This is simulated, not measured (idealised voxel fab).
Process module in this document: voxel self aligned contacts
Section shown: cut. Width: 180 nm. Cell size: 5 nm, square.
Cross-sections here: square-cell grids, written as top-down lists of bands, a band being one or more rows of cells.
The band entry comprises the height of the band's top followed by the height of its bottom, expressed in nm, and subsequently the band's materials from left to right, each stated together with its width in nm. Where a single material is marked with the word "all across", that material fills the band from edge to edge. The word "blank" represents empty space.
Beneath 0, the wafer as received is one material, and that level is where height counting begins. The lowest band goes on downward without a bottom; it is written like "0 and below".
With a width like "30->40", each row of cells in the band differs from the next by the same amount, the top row carrying the first number and the bottom row the second.
Step note "nothing changed" = no cross-section cell changed.
"Fully sealed voids" specifies each empty space that is not open to the top and that occupies no fewer than 8 cells, using the form width x height at distance, the distance measured from the left edge and all three quantities in nm.
That trailing text on a step's line, after the settings, is the simulator's own remark on the step.
For masked steps, "overlay nm" on the step line gives how far right of plan the mask actually lay; a minus sign means it lay to the left.
### Planned step list for the process
1: RECEIVE (material Si)
2: CONFORMAL_DEP (material SiO2; thk nm 5)
3: DIRECTIONAL_DEP (material polySi; thk nm 20)
4: DIRECTIONAL_DEP (material SiN; thk nm 15)
5: PATTERN (tone cover; mask id GATE; material resist; width nm 30; pitch nm 60; thk nm 20; overlay nm 0)
6: DIRECTIONAL_ETCH (etch materials SiN; depth nm 15)
7: DIRECTIONAL_ETCH (etch materials polySi; depth nm 20)
8: STRIP (etch materials resist)
9: CONFORMAL_DEP (material SiN; thk nm 5)
10: DIRECTIONAL_ETCH (etch materials SiN; depth nm 5)
11: FILL_DEP (material SiO2; thk nm 15)
12: CMP (height nm 50)
13: PATTERN (tone open; mask id CONTACT; material resist; width nm 40; thk nm 15; overlay nm 0)
14: DIRECTIONAL_ETCH (etch materials SiO2; depth nm 50)
15: STRIP (etch materials resist)
16: CONFORMAL_DEP (material TiN; thk nm 5)
17: FILL_DEP (material Ru; thk nm 10)
18: CMP (height nm 50)
19: CONFORMAL_DEP (material SiN; thk nm 5)
### Cross-section of the wafer upon arrival, representing the state reached after step 1
> 0 and below  Si all across
> Fully sealed voids: none
### Cross-section, first of two wafers, end of module, run as planned
> 55 down to 50  SiN all across
> 50 down to 40  SiO2 70 nm, then TiN 5->15 nm, then Ru 30->10 nm, then TiN 5->15 nm, then SiO2 70 nm
> 40 down to 25  SiO2 40 nm, then SiN 40 nm, then TiN 5 nm, then Ru 10 nm, then TiN 5 nm, then SiN 40 nm, then SiO2 40 nm
> 25 down to 5  SiO2 40 nm, then SiN 5 nm, then polySi 30 nm, then SiN 5 nm, then TiN 5 nm, then Ru 10 nm, then TiN 5 nm, then SiN 5 nm, then polySi 30 nm, then SiN 5 nm, then SiO2 40 nm
> 5 down to 0  SiO2 80 nm, then TiN 20 nm, then SiO2 80 nm
> 0 and below  Si all across
> Fully sealed voids: none
### Here is the second of the two wafers cut open at the end of the module - same start, same plan as the first one, but we made one mistake running it
> 55 down to 50  SiN all across
> 50 down to 45  SiO2 70 nm, then TiN 5 nm, then Ru 30 nm, then TiN 5 nm, then SiO2 70 nm
> 45 down to 40  SiO2 70 nm, then TiN 40 nm, then SiO2 70 nm
> 40 down to 25  SiN 50 nm, then SiO2 20 nm, then SiN 40 nm, then SiO2 20 nm, then SiN 50 nm
> 25 down to 5  polySi 45 nm, then SiN 5 nm, then SiO2 20 nm, then SiN 5 nm, then polySi 30 nm, then SiN 5 nm, then SiO2 20 nm, then SiN 5 nm, then polySi 45 nm
> 5 down to 0  SiO2 all across
> 0 and below  Si all across
> Fully sealed voids: none
Short version of what went wrong: step 5: run off-plan, actual operation and settings PATTERN (tone open; mask id GATE; material resist; width nm 30; pitch nm 60; thk nm 20; overlay nm 0)
The second wafer ends with more or fewer cells of some materials than the first, per final count: Ru -16 | SiN +36 | SiO2 -52 | TiN -16 | polySi +48
